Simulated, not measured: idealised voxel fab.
The following process module bears the name voxel self aligned vias.
In the cross-section labelled cut, the width is 175 nm and each square cell is 5 nm.
In this document a cross-section is written as a grid of square cells. It is given as a series of bands, listed from the top down, and a band is one or more rows of cells. A band entry consists of two parts. The first gives the height of the band's top and the height of its bottom, in nm. The rest lists the band's materials from left to right, each with its width in nm. A single material labelled with the word "all across" fills the band from edge to edge, and the word "air" marks empty space. Zero point of the height axis is 0; under it, received wafer = one material. Lowest band: continues down indefinitely, "0 -> down". Quick explanation for "30..40": the width changes in equal steps down the rows of cells, from the first number in the band's top row to the second number in its bottom row. "no alteration" means the step left every cell of the cross-section as it was. You'll see "Closed cavities" listing empty spaces that have no way open to the top, as long as they're 8 cells or more; the notation is width x height at distance, where the distance is from the left edge, and all of it is in nm. Where a step's line continues beyond its settings, the continuation is a remark by the simulator itself on that step. overlay nm: mask offset rightward from planned place, masked step; negative means leftward offset.

-- The following list gives the planned process steps
| 1 | RECEIVE | material Si |
| 2 | CONFORMAL_DEP | material SiO2 | thk nm 15 |
| 3 | CONFORMAL_DEP | material SiCN | thk nm 5 |
| 4 | DIRECTIONAL_DEP | material lowk | thk nm 20 |
| 5 | PATTERN | tone open | mask id LINES | material resist | width nm 20 | pitch nm 70 | thk nm 15 | overlay nm 0 |
| 6 | DIRECTIONAL_ETCH | etch materials lowk | depth nm 20 |
| 7 | STRIP | etch materials resist |
| 8 | CONFORMAL_DEP | material TiN | thk nm 5 |
| 9 | FILL_DEP | material Ru | thk nm 10 |
| 10 | CMP | height nm 40 |
| 11 | SELECTIVE_ETCH | etch materials W Ru TiN | depth nm 5 |
| 12 | FILL_DEP | material SiN | thk nm 10 |
| 13 | CMP | height nm 40 |
| 14 | DIRECTIONAL_DEP | material lowk | thk nm 20 |
| 15 | PATTERN | tone open | mask id VIAS | material resist | width nm 40 | thk nm 20 | overlay nm 0 |
| 16 | DIRECTIONAL_ETCH | etch materials lowk | depth nm 20 |
| 17 | DIRECTIONAL_ETCH | etch materials SiN | depth nm 5 |
| 18 | STRIP | etch materials resist |
| 19 | CONFORMAL_DEP | material TiN | thk nm 5 |
| 20 | FILL_DEP | material W | thk nm 5 |
| 21 | CMP | height nm 60 |
| 22 | CONFORMAL_DEP | material SiCN | thk nm 5 |

-- Step 1 complete: cross-section of the wafer as received
	0 -> down  Si all across
	Closed cavities: none

-- Figure: cross-sectional view of the wafer upon completion of the module, processed from the initial state and according to the plan depicted above, with one error introduced during execution
	65 -> 60  SiCN all across
	60 -> 40  lowk 30, then TiN 5, then W 30, then TiN 5, then lowk 105
	40 -> 35  lowk 30, then TiN 40, then lowk 40, then SiN 20, then lowk 45
	35 -> 25  lowk 30, then TiN 15, then Ru 10, then TiN 15, then lowk 40, then TiN 5, then Ru 10, then TiN 5, then lowk 45
	25 -> 20  lowk 30, then TiN 40, then lowk 40, then TiN 20, then lowk 45
	20 -> 15  SiCN all across
	15 -> 0  SiO2 all across
	0 -> down  Si all across
	Closed cavities: none
What broke from the plan during processing? it should be noted that step 16 of the plan was executed twice
